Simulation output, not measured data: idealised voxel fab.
process module | voxel self aligned contacts
cross-section cut | 155 nm wide | cells 5 nm
A cross-section is a grid of square cells, given in bands from the top down. A band is one or more rows of cells.
Each band's line starts with the height of the band's top and of its bottom, in nm. Then come its materials from left to right, each with its width in nm. One material with "throughout" fills the band from edge to edge. "air" is empty space.
Height 0 is the level under which the wafer as received is all one material. The lowest band goes on downwards, as in "0 down".
A width such as "30 to 40" changes by the same amount from each row of cells to the next, from the band's top row to its bottom row.
"no change" after a step means that no cell of the cross-section changed.
closed voids: empty space of 8 cells or more with no open way to the top, each as width x height at its distance from the left edge, in nm
after a step's settings: what the simulator itself notes on the step
overlay nm, on a step with a mask: how far to the right of its planned place the mask lay; to the left if negative
plan
1 op RECEIVE | material Si
2 op OXIDIZE | depth nm 5
3 op DIRECTIONAL_DEP | material polySi | thk nm 30
4 op DIRECTIONAL_DEP | material SiN | thk nm 15
5 op PATTERN | tone cover | mask id GATE | material resist | width nm 25 | pitch nm 50 | thk nm 15 | overlay nm 0
6 op DIRECTIONAL_ETCH | etch materials SiN | depth nm 15
7 op DIRECTIONAL_ETCH | etch materials polySi | depth nm 30
8 op STRIP | etch materials resist
9 op CONFORMAL_DEP | material SiN | thk nm 5
10 op DIRECTIONAL_ETCH | etch materials SiN | depth nm 5
11 op FILL_DEP | material SiO2 | thk nm 15
12 op CMP | height nm 50
13 op PATTERN | tone open | mask id CONTACT | material resist | width nm 35 | thk nm 20 | overlay nm 0
14 op DIRECTIONAL_ETCH | etch materials SiO2 | depth nm 55
15 op STRIP | etch materials resist
16 op CONFORMAL_DEP | material TiN | thk nm 5
17 op FILL_DEP | material Ru | thk nm 10
18 op CMP | height nm 50
19 op CONFORMAL_DEP | material SiCN | thk nm 5
first wafer, as planned
as received, after step 1
  0 down: Si throughout
  closed voids: none
after step 2
  0 to -5: SiO2 throughout
  below -5: unchanged
after step 3
  30 to 0: polySi throughout
  below 0: unchanged
after step 4
  45 to 30: SiN throughout
  below 30: unchanged
after step 5
  60 to 45: air 40 | resist 25 | air 25 | resist 25 | air 40
  below 45: unchanged
after step 6
  60 to 45: air 40 | resist 25 | air 25 | resist 25 | air 40
  45 to 30: air 40 | SiN 25 | air 25 | SiN 25 | air 40
  below 30: unchanged
after step 7
  60 to 45: air 40 | resist 25 | air 25 | resist 25 | air 40
  45 to 30: air 40 | SiN 25 | air 25 | SiN 25 | air 40
  30 to 0: air 40 | polySi 25 | air 25 | polySi 25 | air 40
  below 0: unchanged
after step 8
  45 to 30: air 40 | SiN 25 | air 25 | SiN 25 | air 40
  below 30: unchanged
after step 9
  50 to 30: air 35 | SiN 35 | air 15 | SiN 35 | air 35
  30 to 5: air 35 | SiN 5 | polySi 25 | SiN 5 | air 15 | SiN 5 | polySi 25 | SiN 5 | air 35
  5 to 0: SiN 40 | polySi 25 | SiN 25 | polySi 25 | SiN 40
  below 0: unchanged
after step 10
  45 to 30: air 35 | SiN 35 | air 15 | SiN 35 | air 35
  30 to 0: air 35 | SiN 5 | polySi 25 | SiN 5 | air 15 | SiN 5 | polySi 25 | SiN 5 | air 35
  below 0: unchanged
after step 11
  60 to 45: SiO2 throughout
  45 to 30: SiO2 35 | SiN 35 | SiO2 15 | SiN 35 | SiO2 35
  30 to 0: SiO2 35 | SiN 5 | polySi 25 | SiN 5 | SiO2 15 | SiN 5 | polySi 25 | SiN 5 | SiO2 35
  below 0: unchanged
after step 12
  50 to 45: SiO2 throughout
  below 45: unchanged
after step 13
  70 to 50: resist 60 | air 35 | resist 60
  below 50: unchanged
after step 14
  70 to 50: resist 60 | air 35 | resist 60
  50 to 45: SiO2 60 | air 35 | SiO2 60
  45 to 30: SiO2 35 | SiN 35 | air 15 | SiN 35 | SiO2 35
  30 to 0: SiO2 35 | SiN 5 | polySi 25 | SiN 5 | air 15 | SiN 5 | polySi 25 | SiN 5 | SiO2 35
  0 to -5: SiO2 70 | air 15 | SiO2 70
  below -5: unchanged
after step 15
  50 to 45: SiO2 60 | air 35 | SiO2 60
  below 45: unchanged
after step 16
  55 to 50: TiN 65 | air 25 | TiN 65
  50 to 45: SiO2 60 | TiN 15 | air 5 | TiN 15 | SiO2 60
  45 to 30: SiO2 35 | SiN 35 | TiN 5 | air 5 | TiN 5 | SiN 35 | SiO2 35
  30 to 0: SiO2 35 | SiN 5 | polySi 25 | SiN 5 | TiN 5 | air 5 | TiN 5 | SiN 5 | polySi 25 | SiN 5 | SiO2 35
  0 to -5: SiO2 70 | TiN 15 | SiO2 70
  below -5: unchanged
after step 17
  65 to 55: Ru throughout
  55 to 50: TiN 65 | Ru 25 | TiN 65
  50 to 45: SiO2 60 | TiN 15 | Ru 5 | TiN 15 | SiO2 60
  45 to 30: SiO2 35 | SiN 35 | TiN 5 | Ru 5 | TiN 5 | SiN 35 | SiO2 35
  30 to 0: SiO2 35 | SiN 5 | polySi 25 | SiN 5 | TiN 5 | Ru 5 | TiN 5 | SiN 5 | polySi 25 | SiN 5 | SiO2 35
  below 0: unchanged
after step 18
  50 to 45: SiO2 60 | TiN 15 | Ru 5 | TiN 15 | SiO2 60
  below 45: unchanged
after step 19
  55 to 50: SiCN throughout
  below 50: unchanged
second wafer: like start, like plan, one mistake. Through step 12 it matches the first wafer
when step 13 should have ended
  70 to 50: air 60 | resist 35 | air 60
  below 50: unchanged
when step 14 should have ended
  70 to 50: air 60 | resist 35 | air 60
  50 to 45: air 60 | SiO2 35 | air 60
  45 to 30: air 35 | SiN 35 | SiO2 15 | SiN 35 | air 35
  30 to 0: air 35 | SiN 5 | polySi 25 | SiN 5 | SiO2 15 | SiN 5 | polySi 25 | SiN 5 | air 35
  0 to -5: air 35 | SiO2 85 | air 35
  below -5: unchanged
when step 15 should have ended
  50 to 45: air 60 | SiO2 35 | air 60
  below 45: unchanged
when step 16 should have ended
  55 to 50: air 55 | TiN 45 | air 55
  50 to 45: air 30 | TiN 30 | SiO2 35 | TiN 30 | air 30
  45 to 30: air 30 | TiN 5 | SiN 35 | SiO2 15 | SiN 35 | TiN 5 | air 30
  30 to 0: air 30 | TiN 5 | SiN 5 | polySi 25 | SiN 5 | SiO2 15 | SiN 5 | polySi 25 | SiN 5 | TiN 5 | air 30
  0 to -5: TiN 35 | SiO2 85 | TiN 35
  below -5: unchanged
when step 17 should have ended
  65 to 55: Ru throughout
  55 to 50: Ru 55 | TiN 45 | Ru 55
  50 to 45: Ru 30 | TiN 30 | SiO2 35 | TiN 30 | Ru 30
  45 to 30: Ru 30 | TiN 5 | SiN 35 | SiO2 15 | SiN 35 | TiN 5 | Ru 30
  30 to 0: Ru 30 | TiN 5 | SiN 5 | polySi 25 | SiN 5 | SiO2 15 | SiN 5 | polySi 25 | SiN 5 | TiN 5 | Ru 30
  below 0: unchanged
when step 18 should have ended
  50 to 45: Ru 30 | TiN 30 | SiO2 35 | TiN 30 | Ru 30
  below 45: unchanged
when step 19 should have ended
  55 to 50: SiCN throughout
  below 50: unchanged
what went wrong: step 13 ran as: op PATTERN | tone cover | mask id CONTACT | material resist | width nm 35 | thk nm 20 | overlay nm 0
at the end the second wafer has, in cells: 110 more of Ru | 127 fewer of SiO2 | 17 more of TiN
